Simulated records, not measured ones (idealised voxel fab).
process module | voxel wiring stack
cross-section cut | 290 nm wide | cells 5 nm
A cross-section is a grid of square cells, given in bands from the top down. A band is one or more rows of cells.
Each band's line starts with the height of the band's top and of its bottom, in nm. Then come its materials from left to right, each with its width in nm. One material with "throughout" fills the band from edge to edge. "air" is empty space.
Height 0 is the level under which the wafer as received is all one material. The lowest band goes on downwards, as in "0 down".
A width such as "30 to 40" changes by the same amount from each row of cells to the next, from the band's top row to its bottom row.
"no change" after a step means that no cell of the cross-section changed.
closed voids: empty space of 8 cells or more with no open way to the top, each as width x height at its distance from the left edge, in nm
after a step's settings: what the simulator itself notes on the step
overlay nm, on a step with a mask: how far to the right of its planned place the mask lay; to the left if negative
plan
1 op RECEIVE | material Si
2 op CONFORMAL_DEP | material SiO2 | thk nm 10
3 op CONFORMAL_DEP | material SiCN | thk nm 5
4 op DIRECTIONAL_DEP | material lowk | thk nm 15
5 op MASKED_ETCH | tone open | mask id METAL_1 | width nm 25 | pitch nm 50 | etch materials lowk | depth nm 15 | overlay nm 0
6 op MASKED_ETCH | tone open | mask id METAL_1 | width nm 25 | pitch nm 50 | etch materials SiCN | depth nm 5 | overlay nm 0
7 op CONFORMAL_DEP | material TiN | thk nm 5
8 op FILL_DEP | material Ru | thk nm 5
9 op CMP | height nm 30
10 op CONFORMAL_DEP | material SiCN | thk nm 5
11 op DIRECTIONAL_DEP | material SiO2 | thk nm 20
12 op PATTERN | tone open | mask id PLUG_1 | material resist | width nm 15 | pitch nm 50 | thk nm 15 | overlay nm 0
13 op DIRECTIONAL_ETCH | etch materials SiO2 | depth nm 10
14 op DIRECTIONAL_ETCH | etch materials SiCN | depth nm 5
15 op STRIP | etch materials resist
16 op CONFORMAL_DEP | material TiN | thk nm 5
17 op FILL_DEP | material W | thk nm 5
18 op CMP | height nm 55
19 op CONFORMAL_DEP | material SiCN | thk nm 5
20 op DIRECTIONAL_DEP | material SiO2 | thk nm 20
21 op PATTERN | tone open | mask id METAL_2 | material resist | width nm 25 | pitch nm 50 | thk nm 15 | overlay nm 0
22 op DIRECTIONAL_ETCH | etch materials SiO2 | depth nm 20
23 op DIRECTIONAL_ETCH | etch materials SiCN | depth nm 5
24 op STRIP | etch materials resist
25 op CONFORMAL_DEP | material TiN | thk nm 5
26 op FILL_DEP | material Cu | thk nm 5
27 op CMP | height nm 80
28 op CONFORMAL_DEP | material SiCN | thk nm 5
varied across the wafers: depth nm of step 13. The plan shows the first wafer's value. All wafers start alike
first wafer as received, after step 1
  0 down: Si throughout
  closed voids: none
each wafer at the end: cells of each material gained (+) or lost (-) since it was received, then its closed voids
depth nm 10 | +24 Cu | +18 Ru | +212 SiCN | +528 SiO2 | +58 TiN | +2 W | +144 lowk | closed voids: none
depth nm 15 | +24 Cu | +18 Ru | +212 SiCN | +522 SiO2 | +62 TiN | +4 W | +144 lowk | closed voids: none
depth nm 20 | +24 Cu | +18 Ru | +206 SiCN | +516 SiO2 | +70 TiN | +8 W | +144 lowk | closed voids: none
depth nm 25 | +24 Cu | +18 Ru | +206 SiCN | +516 SiO2 | +70 TiN | +8 W | +144 lowk | closed voids: none
depth nm 30 | +24 Cu | +18 Ru | +206 SiCN | +516 SiO2 | +70 TiN | +8 W | +144 lowk | closed voids: none
depth nm 35 | +24 Cu | +18 Ru | +206 SiCN | +516 SiO2 | +70 TiN | +8 W | +144 lowk | closed voids: none
